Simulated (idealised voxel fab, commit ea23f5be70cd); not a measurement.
Process module, titled voxel released beams
Section cut is 200 nm wide and gridded with 5 nm square cells.
For the purposes of this document, a cross-section shall be understood as a grid of square cells, specified as bands listed in top-to-bottom order, each band consisting of one or more rows of cells.
Top, bottom (nm), then materials left to right with widths (nm); lone material tagged "everywhere" fills the whole band edge to edge; "empty" = empty space.
A quick word on heights: they are counted from 0, and under that level the wafer as it came to us is one material throughout. The lowest band is different from the rest in having no bottom; it simply continues downward, written as in "0 nm and below".
Per-row width for "30->40": begins at first number (top row of band), ends at second number (bottom row), increment between rows held constant.
Reading "changes: none" for a step: not a cell of the cross-section changed in it.
"Listed closed voids" specifies each empty space that is not open to the top and that occupies no fewer than 8 cells, using the form width x height at distance, the distance measured from the left edge and all three quantities in nm.
Step line, after settings: the simulator's comment on this step.
When a step includes a mask, the "overlay nm" setting on its line states how far to the right of its planned place that mask lay, and negative values state how far to the left.
## List of planned process steps
| 1 | RECEIVE | material Si |
| 2 | CONFORMAL_DEP | material SiN | thk nm 5 |
| 3 | DIRECTIONAL_DEP | material SiO2 | thk nm 20 |
| 4 | PATTERN | tone open | mask id ANCHOR | material resist | width nm 35 | thk nm 15 | overlay nm 0 |
| 5 | DIRECTIONAL_ETCH | etch materials SiO2 | depth nm 20 |
| 6 | STRIP | etch materials resist |
| 7 | CONFORMAL_DEP | material polySi | thk nm 15 |
| 8 | DIRECTIONAL_DEP | material aC | thk nm 15 |
| 9 | PATTERN | tone cover | mask id BEAM | material resist | width nm 110 | thk nm 30 | overlay nm -15 |
| 10 | DIRECTIONAL_ETCH | etch materials aC | depth nm 15 |
| 11 | STRIP | etch materials resist |
| 12 | DIRECTIONAL_ETCH | etch materials polySi | depth nm 15 |
| 13 | STRIP | etch materials aC |
| 14 | STRIP | etch materials SiO2 |
The value of overlay nm given for step 9 in the plan refers to the first wafer; the wafers vary in this setting and are alike at the start.
## The first of several wafers in cross-section, exactly as it reached us after step 1
> 0 nm and below = Si everywhere
> Listed closed voids: none
## First wafer of several, cross-section, module end, after step 14 (last)
> 40 nm to 25 nm = empty (25), polySi (35), empty (5), polySi (70), empty (65)
> 25 nm to 20 nm = empty (45), polySi (15), empty (5), polySi (15), empty (120)
> 20 nm to 5 nm = empty (45), polySi (35), empty (120)
> 5 nm to 0 nm = SiN everywhere
> 0 nm and below = Si everywhere
> Listed closed voids: none
## Last wafer of the set, cross-sectioned at end of module
> 40 nm to 25 nm = empty (55), polySi (5), empty (5), polySi (100), empty (35)
> 25 nm to 20 nm = empty (45), polySi (15), empty (5), polySi (15), empty (120)
> 20 nm to 5 nm = empty (45), polySi (35), empty (120)
> 5 nm to 0 nm = SiN everywhere
> 0 nm and below = Si everywhere
> Listed closed voids: none
## Gained (+) or lost (-) cells of each material since receipt, then closed voids: one row per wafer, at the end of the module
overlay nm -15, +40 SiN, +90 polySi, Listed closed voids: none
overlay nm -10, +40 SiN, +90 polySi, Listed closed voids: none
overlay nm -5, +40 SiN, +90 polySi, Listed closed voids: none
overlay nm 0, +40 SiN, +90 polySi, Listed closed voids: none
overlay nm 5, +40 SiN, +90 polySi, Listed closed voids: none
overlay nm 10, +40 SiN, +90 polySi, Listed closed voids: none
overlay nm 15, +40 SiN, +90 polySi, Listed closed voids: none
